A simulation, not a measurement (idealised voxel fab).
This section sets out a process module, namely voxel wiring stack.
We display cut, a cross-section 195 nm in width whose square cells are each 5 nm.
A cross-section is written here as square cells arranged in a grid, and it is given in bands from the top down, each band taking up one or more rows of cells. In this notation a band is specified by the heights of its top and bottom, in that order and in nm, after which its materials appear from left to right, each paired with its width in nm. The word "throughout" attached to a single material means that material fills the band from edge to edge; the word "air" stands for empty space. Where do heights start? At 0: under that level the wafer as delivered is made of one material only. And the lowest band has no floor; it just carries on downward, as in "0 -> down". You'd read "30 to 40" like this: the band's top row of cells is as wide as the first number, its bottom row is as wide as the second, and going down, every row changes width by the same amount as the row before did. Reading "no change occurred" for a step: not a cell of the cross-section changed in it. The label "Trapped cavities" introduces a list of the empty spaces, 8 cells or larger, that have no open way up to the top; each entry in it reads width x height at distance, where the distance is taken from the left edge and all three are stated in nm. after a step's settings: what the simulator itself notes on the step. overlay nm: mask right of planned place by this much (step with mask). Neg. = left. Every pair from here on: before one process step, after it. The after cross-section reaches only to the lowest band that changed. Below the pair: the step in between and its settings. Pairs can belong to different runs of this module on the same starting wafer; a pair carries on from the pair above only if the entry headed "State before step" says so.
**State before step**
> 135 -> 120 | aC=55, air=25, aC=30, air=25, aC=60
> 120 -> 100 | SiO2=55, air=25, SiO2=30, air=25, SiO2=60
> 100 -> 85 | SiO2=55, air=15, SiO2=125
> 85 -> 80 | SiCN throughout
> 80 -> 65 | SiO2=55, TiN=5, Cu=15, TiN=5, SiO2=30, TiN=5, Cu=15, TiN=5, SiO2=60
> 65 -> 60 | SiO2=55, TiN=5, Cu=5, TiN=15, SiO2=30, TiN=5, Cu=5, TiN=15, SiO2=60
> 60 -> 50 | SiO2=55, TiN=5, Cu=5, TiN=5, SiO2=40, TiN=5, Cu=5, TiN=5, SiO2=70
> 50 -> 45 | SiCN=55, TiN=15, SiCN=40, TiN=15, SiCN=70
> 45 -> 40 | TiN=60, Ru=15, TiN=40, Ru=15, TiN=65
> 40 -> 20 | lowk=55, TiN=5, Ru=15, TiN=5, lowk=30, TiN=5, Ru=15, TiN=5, lowk=60
> 20 -> 15 | lowk=55, TiN=25, lowk=30, TiN=25, lowk=60
> 15 -> 0 | SiO2 throughout
> 0 -> down | Si throughout
> Trapped cavities: none
**Post-Step Cross-Section**
> 135 -> 120 | aC=55, air=25, aC=30, air=25, aC=60
> 120 -> 100 | SiO2=55, air=25, SiO2=30, air=25, SiO2=60
> 100 -> 85 | SiO2=55, air=15, SiO2=125
> 85 -> 80 | SiCN=55, air=15, SiCN=125
> Nothing below the height 80 has changed.
> Trapped cavities: none
Link between the two cross-sections above: op DIRECTIONAL_ETCH | etch materials SiCN | depth nm 5
State before step: no separate figure, the pair right above already shows it after its step.
**Post-Step Cross-Section**
> 120 -> 100 | SiO2=55, air=25, SiO2=30, air=25, SiO2=60
> Nothing below the height 100 has changed.
> Trapped cavities: none
Link between the two cross-sections above: op STRIP | etch materials aC
State before step: no separate figure, the pair right above already shows it after its step.
**Post-Step Cross-Section**
> 125 -> 120 | TiN=60, air=15, TiN=40, air=15, TiN=65
> 120 -> 105 | SiO2=55, TiN=5, air=15, TiN=5, SiO2=30, TiN=5, air=15, TiN=5, SiO2=60
> 105 -> 100 | SiO2=55, TiN=5, air=5, TiN=15, SiO2=30, TiN=25, SiO2=60
> 100 -> 85 | SiO2=55, TiN=5, air=5, TiN=5, SiO2=125
> 85 -> 80 | SiCN=55, TiN=15, SiCN=125
> Nothing below the height 80 has changed.
> Trapped cavities: none
Link between the two cross-sections above: op CONFORMAL_DEP | material TiN | thk nm 5
State before step: no separate figure, the pair right above already shows it after its step.
**Post-Step Cross-Section**
> 135 -> 125 | Cu throughout
> 125 -> 120 | TiN=60, Cu=15, TiN=40, Cu=15, TiN=65
> 120 -> 105 | SiO2=55, TiN=5, Cu=15, TiN=5, SiO2=30, TiN=5, Cu=15, TiN=5, SiO2=60
> 105 -> 100 | SiO2=55, TiN=5, Cu=5, TiN=15, SiO2=30, TiN=25, SiO2=60
> 100 -> 85 | SiO2=55, TiN=5, Cu=5, TiN=5, SiO2=125
> Nothing below the height 85 has changed.
> Trapped cavities: none
Link between the two cross-sections above: op FILL_DEP | material Cu | thk nm 10
State before step: no separate figure, the pair right above already shows it after its step.
**Post-Step Cross-Section**
> 120 -> 105 | SiO2=55, TiN=5, Cu=15, TiN=5, SiO2=30, TiN=5, Cu=15, TiN=5, SiO2=60
> Nothing below the height 105 has changed.
> Trapped cavities: none
Link between the two cross-sections above: op CMP | height nm 120
State before step: no separate figure, the pair right above already shows it after its step.
**Post-Step Cross-Section**
> 125 -> 120 | SiCN throughout
> Nothing below the height 120 has changed.
> Trapped cavities: none
Link between the two cross-sections above: op CONFORMAL_DEP | material SiCN | thk nm 5
**State before step**
> 80 -> 50 | SiO2 throughout
> 50 -> 45 | SiCN throughout
> 45 -> 20 | lowk=55, TiN=5, Ru=15, TiN=5, lowk=30, TiN=5, Ru=15, TiN=5, lowk=60
> 20 -> 15 | SiN=55, TiN=25, SiN=30, TiN=25, SiN=60
> 15 -> 0 | SiO2 throughout
> 0 -> down | Si throughout
> Trapped cavities: none
**Post-Step Cross-Section**
> 110 -> 50 | SiO2 throughout
> Nothing below the height 50 has changed.
> Trapped cavities: none
Link between the two cross-sections above: op DIRECTIONAL_DEP | material SiO2 | thk nm 30
State before step: no separate figure, the pair right above already shows it after its step.
**Post-Step Cross-Section**
> 125 -> 110 | resist=55, air=25, resist=30, air=25, resist=60
> Nothing below the height 110 has changed.
> Trapped cavities: none
Link between the two cross-sections above: op PATTERN | tone open | mask id METAL_2 | material resist | width nm 25 | pitch nm 55 | thk nm 15 | overlay nm 0
State before step: no separate figure, the pair right above already shows it after its step.
**Post-Step Cross-Section**
> 125 -> 110 | resist=55, air=25, resist=30, air=25, resist=60
> 110 -> 90 | SiO2=55, air=25, SiO2=30, air=25, SiO2=60
> Nothing below the height 90 has changed.
> Trapped cavities: none
Link between the two cross-sections above: op DIRECTIONAL_ETCH | etch materials SiO2 | depth nm 20
State before step: no separate figure, the pair right above already shows it after its step.
**Post-Step Cross-Section**
> 110 -> 90 | SiO2=55, air=25, SiO2=30, air=25, SiO2=60
> Nothing below the height 90 has changed.
> Trapped cavities: none
Link between the two cross-sections above: op STRIP | etch materials resist
State before step: no separate figure, the pair right above already shows it after its step.
**Post-Step Cross-Section**
> 125 -> 110 | aC=55, air=25, aC=30, air=25, aC=60
> 110 -> 105 | SiO2=55, air=25, SiO2=30, air=25, SiO2=60
> 105 -> 90 | SiO2=55, aC=25, SiO2=30, aC=25, SiO2=60
> Nothing below the height 90 has changed.
> Trapped cavities: none
Link between the two cross-sections above: op DIRECTIONAL_DEP | material aC | thk nm 15
State before step: no separate figure, the pair right above already shows it after its step.
**Post-Step Cross-Section**
> 160 -> 125 | resist=55, air=15, resist=40, air=15, resist=70
> 125 -> 110 | aC=55, air=15, resist=10, aC=30, air=15, resist=10, aC=60
> 110 -> 105 | SiO2=55, air=15, resist=10, SiO2=30, air=15, resist=10, SiO2=60
> Nothing below the height 105 has changed.
> Trapped cavities: none
Link between the two cross-sections above: op PATTERN | tone open | mask id METAL_2_HOLES | material resist | width nm 15 | pitch nm 55 | thk nm 35 | overlay nm 0
State before step: no separate figure, the pair right above already shows it after its step.
**Post-Step Cross-Section**
> 145 -> 125 | resist=55, air=15, resist=40, air=15, resist=70
> 125 -> 110 | aC=55, air=15, resist=10, aC=30, air=15, resist=10, aC=60
> 110 -> 105 | SiO2=55, air=15, resist=10, SiO2=30, air=15, resist=10, SiO2=60
> 105 -> 90 | SiO2=55, air=15, aC=10, SiO2=30, air=15, aC=10, SiO2=60
> Nothing below the height 90 has changed.
> Trapped cavities: none
Link between the two cross-sections above: op DIRECTIONAL_ETCH | etch materials aC | depth nm 15
State before step: no separate figure, the pair right above already shows it after its step.
**Post-Step Cross-Section**
> 125 -> 110 | aC=55, air=25, aC=30, air=25, aC=60
> 110 -> 105 | SiO2=55, air=25, SiO2=30, air=25, SiO2=60
> Nothing below the height 105 has changed.
> Trapped cavities: none
Link between the two cross-sections above: op STRIP | etch materials resist
State before step: no separate figure, the pair right above already shows it after its step.
**Post-Step Cross-Section**
> 125 -> 110 | aC=55, air=25, aC=30, air=25, aC=60
> 110 -> 105 | SiO2=55, air=25, SiO2=30, air=25, SiO2=60
> 105 -> 90 | SiO2=55, air=15, aC=10, SiO2=30, air=15, aC=10, SiO2=60
> 90 -> 80 | SiO2=55, air=15, SiO2=40, air=15, SiO2=70
> Nothing below the height 80 has changed.
> Trapped cavities: none
Link between the two cross-sections above: op DIRECTIONAL_ETCH | etch materials SiO2 | depth nm 10
State before step: no separate figure, the pair right above already shows it after its step.
**Post-Step Cross-Section**
> 110 -> 90 | SiO2=55, air=25, SiO2=30, air=25, SiO2=60
> Nothing below the height 90 has changed.
> Trapped cavities: none
Link between the two cross-sections above: op STRIP | etch materials aC
State before step: no separate figure, the pair right above already shows it after its step.
**Post-Step Cross-Section**
> 115 -> 110 | TiN=60, air=15, TiN=40, air=15, TiN=65
> 110 -> 95 | SiO2=55, TiN=5, air=15, TiN=5, SiO2=30, TiN=5, air=15, TiN=5, SiO2=60
> 95 -> 85 | SiO2=55, TiN=5, air=5, TiN=15 to 5, SiO2=30 to 40, TiN=5, air=5, TiN=15 to 5, SiO2=60 to 70
> 85 -> 80 | SiO2=55, TiN=15, SiO2=40, TiN=15, SiO2=70
> Nothing below the height 80 has changed.
> Trapped cavities: none
Link between the two cross-sections above: op CONFORMAL_DEP | material TiN | thk nm 5
State before step: no separate figure, the pair right above already shows it after its step.
**Post-Step Cross-Section**
> 120 -> 115 | Cu throughout
> 115 -> 110 | TiN=60, Cu=15, TiN=40, Cu=15, TiN=65
> 110 -> 95 | SiO2=55, TiN=5, Cu=15, TiN=5, SiO2=30, TiN=5, Cu=15, TiN=5, SiO2=60
> 95 -> 85 | SiO2=55, TiN=5, Cu=5, TiN=15 to 5, SiO2=30 to 40, TiN=5, Cu=5, TiN=15 to 5, SiO2=60 to 70
> Nothing below the height 85 has changed.
> Trapped cavities: none
Link between the two cross-sections above: op FILL_DEP | material Cu | thk nm 5
State before step: no separate figure, the pair right above already shows it after its step.
**Post-Step Cross-Section**
> 80 -> 50 | SiO2 throughout
> Nothing below the height 50 has changed.
> Trapped cavities: none
Link between the two cross-sections above: op CMP | height nm 80
State before step: no separate figure, the pair right above already shows it after its step.
**Post-Step Cross-Section**
> 85 -> 80 | SiCN throughout
> Nothing below the height 80 has changed.
> Trapped cavities: none
Link between the two cross-sections above: op CONFORMAL_DEP | material SiCN | thk nm 5
State before step: no separate figure, the pair right above already shows it after its step.
**Post-Step Cross-Section**
> 120 -> 85 | SiO2 throughout
> Nothing below the height 85 has changed.
> Trapped cavities: none
Link between the two cross-sections above: op DIRECTIONAL_DEP | material SiO2 | thk nm 35
State before step: no separate figure, the pair right above already shows it after its step.
**Post-Step Cross-Section**
> 140 -> 120 | resist=55, air=15, resist=125
> Nothing below the height 120 has changed.
> Trapped cavities: none
Link between the two cross-sections above: op PATTERN | tone open | mask id METAL_3_HOLES | material resist | width nm 15 | thk nm 20 | overlay nm 0
State before step: no separate figure, the pair right above already shows it after its step.
**Post-Step Cross-Section**
> 140 -> 120 | resist=55, air=15, resist=125
> 120 -> 85 | SiO2=55, air=15, SiO2=125
> Nothing below the height 85 has changed.
> Trapped cavities: none
Link between the two cross-sections above: op DIRECTIONAL_ETCH | etch materials SiO2 | depth nm 35
State before step: no separate figure, the pair right above already shows it after its step.
**Post-Step Cross-Section**
> 120 -> 85 | SiO2=55, air=15, SiO2=125
> Nothing below the height 85 has changed.
> Trapped cavities: none
Link between the two cross-sections above: op STRIP | etch materials resist
State before step: no separate figure, the pair right above already shows it after its step.
**Post-Step Cross-Section**
> 135 -> 120 | aC=55, air=15, aC=125
> 120 -> 100 | SiO2=55, air=15, SiO2=125
> 100 -> 85 | SiO2=55, aC=15, SiO2=125
> Nothing below the height 85 has changed.
> Trapped cavities: none
Link between the two cross-sections above: op DIRECTIONAL_DEP | material aC | thk nm 15
State before step: no separate figure, the pair right above already shows it after its step.
**Post-Step Cross-Section**
> 170 -> 135 | resist=55, air=25, resist=30, air=25, resist=60
> Nothing below the height 135 has changed.
> Trapped cavities: none
Link between the two cross-sections above: op PATTERN | tone open | mask id METAL_3 | material resist | width nm 25 | pitch nm 55 | thk nm 35 | overlay nm 0
State before step: no separate figure, the pair right above already shows it after its step.
**Post-Step Cross-Section**
> 155 -> 135 | resist=55, air=25, resist=30, air=25, resist=60
> 135 -> 120 | aC=55, air=25, aC=30, air=25, aC=60
> 120 -> 85 | SiO2=55, air=15, SiO2=125
> Nothing below the height 85 has changed.
> Trapped cavities: none
Link between the two cross-sections above: op DIRECTIONAL_ETCH | etch materials aC | depth nm 15
State before step: no separate figure, the pair right above already shows it after its step.
**Post-Step Cross-Section**
> 135 -> 120 | aC=55, air=25, aC=30, air=25, aC=60
> Nothing below the height 120 has changed.
> Trapped cavities: none
Link between the two cross-sections above: op STRIP | etch materials resist
State before step: no separate figure, the pair right above already shows it after its step.
**Post-Step Cross-Section**
> 135 -> 120 | aC=55, air=25, aC=30, air=25, aC=60
> 120 -> 100 | SiO2=55, air=25, SiO2=30, air=25, SiO2=60
> Nothing below the height 100 has changed.
> Trapped cavities: none
Link between the two cross-sections above: op DIRECTIONAL_ETCH | etch materials SiO2 | depth nm 20
State before step: no separate figure, the pair right above already shows it after its step.
**Post-Step Cross-Section**
> 135 -> 120 | aC=55, air=25, aC=30, air=25, aC=60
> 120 -> 100 | SiO2=55, air=25, SiO2=30, air=25, SiO2=60
> 100 -> 85 | SiO2=55, air=15, SiO2=125
> 85 -> 80 | SiCN=55, air=15, SiCN=125
> Nothing below the height 80 has changed.
> Trapped cavities: none
Link between the two cross-sections above: op DIRECTIONAL_ETCH | etch materials SiCN | depth nm 5
State before step: no separate figure, the pair right above already shows it after its step.
**Post-Step Cross-Section**
> 120 -> 100 | SiO2=55, air=25, SiO2=30, air=25, SiO2=60
> Nothing below the height 100 has changed.
> Trapped cavities: none
Link between the two cross-sections above: op STRIP | etch materials aC
State before step: no separate figure, the pair right above already shows it after its step.
**Post-Step Cross-Section**
> 125 -> 120 | TiN=60, air=15, TiN=40, air=15, TiN=65
> 120 -> 105 | SiO2=55, TiN=5, air=15, TiN=5, SiO2=30, TiN=5, air=15, TiN=5, SiO2=60
> 105 -> 100 | SiO2=55, TiN=5, air=5, TiN=15, SiO2=30, TiN=25, SiO2=60
> 100 -> 85 | SiO2=55, TiN=5, air=5, TiN=5, SiO2=125
> 85 -> 80 | SiCN=55, TiN=15, SiCN=125
> Nothing below the height 80 has changed.
> Trapped cavities: none
Link between the two cross-sections above: op CONFORMAL_DEP | material TiN | thk nm 5
State before step: no separate figure, the pair right above already shows it after its step.
**Post-Step Cross-Section**
> 135 -> 125 | Cu throughout
> 125 -> 120 | TiN=60, Cu=15, TiN=40, Cu=15, TiN=65
> 120 -> 105 | SiO2=55, TiN=5, Cu=15, TiN=5, SiO2=30, TiN=5, Cu=15, TiN=5, SiO2=60
> 105 -> 100 | SiO2=55, TiN=5, Cu=5, TiN=15, SiO2=30, TiN=25, SiO2=60
> 100 -> 85 | SiO2=55, TiN=5, Cu=5, TiN=5, SiO2=125
> Nothing below the height 85 has changed.
> Trapped cavities: none
Link between the two cross-sections above: op FILL_DEP | material Cu | thk nm 10
State before step: no separate figure, the pair right above already shows it after its step.
**Post-Step Cross-Section**
> 120 -> 105 | SiO2=55, TiN=5, Cu=15, TiN=5, SiO2=30, TiN=5, Cu=15, TiN=5, SiO2=60
> Nothing below the height 105 has changed.
> Trapped cavities: none
Link between the two cross-sections above: op CMP | height nm 120
State before step: no separate figure, the pair right above already shows it after its step.
**Post-Step Cross-Section**
> 125 -> 120 | SiCN throughout
> Nothing below the height 120 has changed.
> Trapped cavities: none
Link between the two cross-sections above: op CONFORMAL_DEP | material SiCN | thk nm 5
**State before step**
> 0 -> down | Si throughout
> Trapped cavities: none
**Post-Step Cross-Section**
> 5 -> 0 | SiN throughout
> Nothing below the height 0 has changed.
> Trapped cavities: none
Link between the two cross-sections above: op CONFORMAL_DEP | material SiN | thk nm 5
State before step: no separate figure, the pair right above already shows it after its step.
**Post-Step Cross-Section**
> 20 -> 5 | SiO2 throughout
> Nothing below the height 5 has changed.
> Trapped cavities: none
Link between the two cross-sections above: op CONFORMAL_DEP | material SiO2 | thk nm 15
State before step: no separate figure, the pair right above already shows it after its step.
**Post-Step Cross-Section**
> 45 -> 20 | lowk throughout
> Nothing below the height 20 has changed.
> Trapped cavities: none
Link between the two cross-sections above: op DIRECTIONAL_DEP | material lowk | thk nm 25
State before step: no separate figure, the pair right above already shows it after its step.
**Post-Step Cross-Section**
> 60 -> 45 | aC throughout
> Nothing below the height 45 has changed.
> Trapped cavities: none
Link between the two cross-sections above: op DIRECTIONAL_DEP | material aC | thk nm 15
State before step: no separate figure, the pair right above already shows it after its step.
**Post-Step Cross-Section**
> 95 -> 60 | resist=55, air=25, resist=30, air=25, resist=60
> Nothing below the height 60 has changed.
> Trapped cavities: none
Link between the two cross-sections above: op PATTERN | tone open | mask id METAL_1 | material resist | width nm 25 | pitch nm 55 | thk nm 35 | overlay nm 0
State before step: no separate figure, the pair right above already shows it after its step.
**Post-Step Cross-Section**
> 80 -> 60 | resist=55, air=25, resist=30, air=25, resist=60
> 60 -> 45 | aC=55, air=25, aC=30, air=25, aC=60
> Nothing below the height 45 has changed.
> Trapped cavities: none
Link between the two cross-sections above: op DIRECTIONAL_ETCH | etch materials aC | depth nm 15
State before step: no separate figure, the pair right above already shows it after its step.
**Post-Step Cross-Section**
> 60 -> 45 | aC=55, air=25, aC=30, air=25, aC=60
> Nothing below the height 45 has changed.
> Trapped cavities: none
Link between the two cross-sections above: op STRIP | etch materials resist
State before step: no separate figure, the pair right above already shows it after its step.
**Post-Step Cross-Section**
> 60 -> 45 | aC=55, air=25, aC=30, air=25, aC=60
> 45 -> 20 | lowk=55, air=25, lowk=30, air=25, lowk=60
> Nothing below the height 20 has changed.
> Trapped cavities: none
Link between the two cross-sections above: op DIRECTIONAL_ETCH | etch materials lowk | depth nm 25
State before step: no separate figure, the pair right above already shows it after its step.
**Post-Step Cross-Section**
> 45 -> 20 | lowk=55, air=25, lowk=30, air=25, lowk=60
> Nothing below the height 20 has changed.
> Trapped cavities: none
Link between the two cross-sections above: op STRIP | etch materials aC
State before step: no separate figure, the pair right above already shows it after its step.
**Post-Step Cross-Section**
> 50 -> 45 | TiN=60, air=15, TiN=40, air=15, TiN=65
> 45 -> 25 | lowk=55, TiN=5, air=15, TiN=5, lowk=30, TiN=5, air=15, TiN=5, lowk=60
> 25 -> 20 | lowk=55, TiN=25, lowk=30, TiN=25, lowk=60
> Nothing below the height 20 has changed.
> Trapped cavities: none
Link between the two cross-sections above: op CONFORMAL_DEP | material TiN | thk nm 5
State before step: no separate figure, the pair right above already shows it after its step.
**Post-Step Cross-Section**
> 55 -> 50 | Ru throughout
> 50 -> 45 | TiN=60, Ru=15, TiN=40, Ru=15, TiN=65
> 45 -> 25 | lowk=55, TiN=5, Ru=15, TiN=5, lowk=30, TiN=5, Ru=15, TiN=5, lowk=60
> Nothing below the height 25 has changed.
> Trapped cavities: none
Link between the two cross-sections above: op FILL_DEP | material Ru | thk nm 5
State before step: no separate figure, the pair right above already shows it after its step.
**Post-Step Cross-Section**
> 45 -> 25 | lowk=55, TiN=5, Ru=15, TiN=5, lowk=30, TiN=5, Ru=15, TiN=5, lowk=60
> Nothing below the height 25 has changed.
> Trapped cavities: none
Link between the two cross-sections above: op CMP | height nm 45
State before step: no separate figure, the pair right above already shows it after its step.
**Post-Step Cross-Section**
> 50 -> 45 | SiCN throughout
> Nothing below the height 45 has changed.
> Trapped cavities: none
Link between the two cross-sections above: op CONFORMAL_DEP | material SiCN | thk nm 5
State before step: no separate figure, the pair right above already shows it after its step.
**Post-Step Cross-Section**
> 80 -> 50 | SiO2 throughout
> Nothing below the height 50 has changed.
> Trapped cavities: none
Link between the two cross-sections above: op DIRECTIONAL_DEP | material SiO2 | thk nm 30
State before step: no separate figure, the pair right above already shows it after its step.
**Post-Step Cross-Section**
> 95 -> 80 | resist=55, air=25, resist=30, air=25, resist=60
> Nothing below the height 80 has changed.
> Trapped cavities: none
Link between the two cross-sections above: op PATTERN | tone open | mask id METAL_2 | material resist | width nm 25 | pitch nm 55 | thk nm 15 | overlay nm 0
State before step: no separate figure, the pair right above already shows it after its step.
**Post-Step Cross-Section**
> 95 -> 80 | resist=55, air=25, resist=30, air=25, resist=60
> 80 -> 60 | SiO2=55, air=25, SiO2=30, air=25, SiO2=60
> Nothing below the height 60 has changed.
> Trapped cavities: none
Link between the two cross-sections above: op DIRECTIONAL_ETCH | etch materials SiO2 | depth nm 20
State before step: no separate figure, the pair right above already shows it after its step.
**Post-Step Cross-Section**
> 80 -> 60 | SiO2=55, air=25, SiO2=30, air=25, SiO2=60
> Nothing below the height 60 has changed.
> Trapped cavities: none
Link between the two cross-sections above: op STRIP | etch materials resist
State before step: no separate figure, the pair right above already shows it after its step.
**Post-Step Cross-Section**
> 95 -> 80 | aC=55, air=25, aC=30, air=25, aC=60
> 80 -> 75 | SiO2=55, air=25, SiO2=30, air=25, SiO2=60
> 75 -> 60 | SiO2=55, aC=25, SiO2=30, aC=25, SiO2=60
> Nothing below the height 60 has changed.
> Trapped cavities: none
Link between the two cross-sections above: op DIRECTIONAL_DEP | material aC | thk nm 15
State before step: no separate figure, the pair right above already shows it after its step.
**Post-Step Cross-Section**
> 130 -> 95 | resist=55, air=15, resist=40, air=15, resist=70
> 95 -> 80 | aC=55, air=15, resist=10, aC=30, air=15, resist=10, aC=60
> 80 -> 75 | SiO2=55, air=15, resist=10, SiO2=30, air=15, resist=10, SiO2=60
> Nothing below the height 75 has changed.
> Trapped cavities: none
Link between the two cross-sections above: op PATTERN | tone open | mask id METAL_2_HOLES | material resist | width nm 15 | pitch nm 55 | thk nm 35 | overlay nm 0
State before step: no separate figure, the pair right above already shows it after its step.
**Post-Step Cross-Section**
> 115 -> 95 | resist=55, air=15, resist=40, air=15, resist=70
> 95 -> 80 | aC=55, air=15, resist=10, aC=30, air=15, resist=10, aC=60
> 80 -> 75 | SiO2=55, air=15, resist=10, SiO2=30, air=15, resist=10, SiO2=60
> 75 -> 60 | SiO2=55, air=15, aC=10, SiO2=30, air=15, aC=10, SiO2=60
> Nothing below the height 60 has changed.
> Trapped cavities: none
Link between the two cross-sections above: op DIRECTIONAL_ETCH | etch materials aC | depth nm 15
State before step: no separate figure, the pair right above already shows it after its step.
**Post-Step Cross-Section**
> 95 -> 80 | aC=55, air=25, aC=30, air=25, aC=60
> 80 -> 75 | SiO2=55, air=25, SiO2=30, air=25, SiO2=60
> Nothing below the height 75 has changed.
> Trapped cavities: none
Link between the two cross-sections above: op STRIP | etch materials resist
State before step: no separate figure, the pair right above already shows it after its step.
**Post-Step Cross-Section**
> 95 -> 80 | aC=55, air=25, aC=30, air=25, aC=60
> 80 -> 75 | SiO2=55, air=25, SiO2=30, air=25, SiO2=60
> 75 -> 60 | SiO2=55, air=15, aC=10, SiO2=30, air=15, aC=10, SiO2=60
> 60 -> 50 | SiO2=55, air=15, SiO2=40, air=15, SiO2=70
> Nothing below the height 50 has changed.
> Trapped cavities: none
Link between the two cross-sections above: op DIRECTIONAL_ETCH | etch materials SiO2 | depth nm 10
State before step: no separate figure, the pair right above already shows it after its step.
**Post-Step Cross-Section**
> 95 -> 80 | aC=55, air=25, aC=30, air=25, aC=60
> 80 -> 75 | SiO2=55, air=25, SiO2=30, air=25, SiO2=60
> 75 -> 60 | SiO2=55, air=15, aC=10, SiO2=30, air=15, aC=10, SiO2=60
> 60 -> 50 | SiO2=55, air=15, SiO2=40, air=15, SiO2=70
> 50 -> 45 | SiCN=55, air=15, SiCN=40, air=15, SiCN=70
> Nothing below the height 45 has changed.
> Trapped cavities: none
Link between the two cross-sections above: op DIRECTIONAL_ETCH | etch materials SiCN | depth nm 5
State before step: no separate figure, the pair right above already shows it after its step.
**Post-Step Cross-Section**
> 80 -> 60 | SiO2=55, air=25, SiO2=30, air=25, SiO2=60
> Nothing below the height 60 has changed.
> Trapped cavities: none
Link between the two cross-sections above: op STRIP | etch materials aC
State before step: no separate figure, the pair right above already shows it after its step.
**Post-Step Cross-Section**
> 85 -> 80 | TiN=60, air=15, TiN=40, air=15, TiN=65
> 80 -> 65 | SiO2=55, TiN=5, air=15, TiN=5, SiO2=30, TiN=5, air=15, TiN=5, SiO2=60
> 65 -> 60 | SiO2=55, TiN=5, air=5, TiN=15, SiO2=30, TiN=5, air=5, TiN=15, SiO2=60
> 60 -> 50 | SiO2=55, TiN=5, air=5, TiN=5, SiO2=40, TiN=5, air=5, TiN=5, SiO2=70
> 50 -> 45 | SiCN=55, TiN=15, SiCN=40, TiN=15, SiCN=70
> Nothing below the height 45 has changed.
> Trapped cavities: none
Link between the two cross-sections above: op CONFORMAL_DEP | material TiN | thk nm 5
State before step: no separate figure, the pair right above already shows it after its step.
**Post-Step Cross-Section**
> 90 -> 85 | Cu throughout
> 85 -> 80 | TiN=60, Cu=15, TiN=40, Cu=15, TiN=65
> 80 -> 65 | SiO2=55, TiN=5, Cu=15, TiN=5, SiO2=30, TiN=5, Cu=15, TiN=5, SiO2=60
> 65 -> 60 | SiO2=55, TiN=5, Cu=5, TiN=15, SiO2=30, TiN=5, Cu=5, TiN=15, SiO2=60
> 60 -> 50 | SiO2=55, TiN=5, Cu=5, TiN=5, SiO2=40, TiN=5, Cu=5, TiN=5, SiO2=70
> Nothing below the height 50 has changed.
> Trapped cavities: none
Link between the two cross-sections above: op FILL_DEP | material Cu | thk nm 5
State before step: no separate figure, the pair right above already shows it after its step.
**Post-Step Cross-Section**
> 80 -> 65 | SiO2=55, TiN=5, Cu=15, TiN=5, SiO2=30, TiN=5, Cu=15, TiN=5, SiO2=60
> Nothing below the height 65 has changed.
> Trapped cavities: none
Link between the two cross-sections above: op CMP | height nm 80
State before step: no separate figure, the pair right above already shows it after its step.
**Post-Step Cross-Section**
> 85 -> 80 | SiCN throughout
> Nothing below the height 80 has changed.
> Trapped cavities: none
Link between the two cross-sections above: op CONFORMAL_DEP | material SiCN | thk nm 5
State before step: no separate figure, the pair right above already shows it after its step.
**Post-Step Cross-Section**
> 120 -> 85 | SiO2 throughout
> Nothing below the height 85 has changed.
> Trapped cavities: none
Link between the two cross-sections above: op DIRECTIONAL_DEP | material SiO2 | thk nm 35
State before step: no separate figure, the pair right above already shows it after its step.
**Post-Step Cross-Section**
> 140 -> 120 | resist=55, air=15, resist=125
> Nothing below the height 120 has changed.
> Trapped cavities: none
Link between the two cross-sections above: op PATTERN | tone open | mask id METAL_3_HOLES | material resist | width nm 15 | thk nm 20 | overlay nm 0
State before step: no separate figure, the pair right above already shows it after its step.
**Post-Step Cross-Section**
> 140 -> 120 | resist=55, air=15, resist=125
> 120 -> 85 | SiO2=55, air=15, SiO2=125
> Nothing below the height 85 has changed.
> Trapped cavities: none
Link between the two cross-sections above: op DIRECTIONAL_ETCH | etch materials SiO2 | depth nm 35
State before step: no separate figure, the pair right above already shows it after its step.
**Post-Step Cross-Section**
> 120 -> 85 | SiO2=55, air=15, SiO2=125
> Nothing below the height 85 has changed.
> Trapped cavities: none
Link between the two cross-sections above: op STRIP | etch materials resist
State before step: no separate figure, the pair right above already shows it after its step.
**Post-Step Cross-Section**
> 135 -> 120 | aC=55, air=15, aC=125
> 120 -> 100 | SiO2=55, air=15, SiO2=125
> 100 -> 85 | SiO2=55, aC=15, SiO2=125
> Nothing below the height 85 has changed.
> Trapped cavities: none
Link between the two cross-sections above: op DIRECTIONAL_DEP | material aC | thk nm 15
State before step: no separate figure, the pair right above already shows it after its step.
**Post-Step Cross-Section**
> 170 -> 135 | resist=55, air=25, resist=30, air=25, resist=60
> Nothing below the height 135 has changed.
> Trapped cavities: none
Link between the two cross-sections above: op PATTERN | tone open | mask id METAL_3 | material resist | width nm 25 | pitch nm 55 | thk nm 35 | overlay nm 0
State before step: no separate figure, the pair right above already shows it after its step.
**Post-Step Cross-Section**
> 155 -> 135 | resist=55, air=25, resist=30, air=25, resist=60
> 135 -> 120 | aC=55, air=25, aC=30, air=25, aC=60
> 120 -> 85 | SiO2=55, air=15, SiO2=125
> Nothing below the height 85 has changed.
> Trapped cavities: none
Link between the two cross-sections above: op DIRECTIONAL_ETCH | etch materials aC | depth nm 15
State before step: no separate figure, the pair right above already shows it after its step.
**Post-Step Cross-Section**
> 135 -> 120 | aC=55, air=25, aC=30, air=25, aC=60
> Nothing below the height 120 has changed.
> Trapped cavities: none
Link between the two cross-sections above: op STRIP | etch materials resist
State before step: no separate figure, the pair right above already shows it after its step.
**Post-Step Cross-Section**
> 135 -> 120 | aC=55, air=25, aC=30, air=25, aC=60
> 120 -> 100 | SiO2=55, air=25, SiO2=30, air=25, SiO2=60
> Nothing below the height 100 has changed.
> Trapped cavities: none
Link between the two cross-sections above: op DIRECTIONAL_ETCH | etch materials SiO2 | depth nm 20
State before step: no separate figure, the pair right above already shows it after its step.
**Post-Step Cross-Section**
> 135 -> 120 | aC=55, air=25, aC=30, air=25, aC=60
> 120 -> 100 | SiO2=55, air=25, SiO2=30, air=25, SiO2=60
> 100 -> 85 | SiO2=55, air=15, SiO2=125
> 85 -> 80 | SiCN=55, air=15, SiCN=125
> Nothing below the height 80 has changed.
> Trapped cavities: none
Link between the two cross-sections above: op DIRECTIONAL_ETCH | etch materials SiCN | depth nm 5
State before step: no separate figure, the pair right above already shows it after its step.
**Post-Step Cross-Section**
> 120 -> 100 | SiO2=55, air=25, SiO2=30, air=25, SiO2=60
> Nothing below the height 100 has changed.
> Trapped cavities: none
Link between the two cross-sections above: op STRIP | etch materials aC
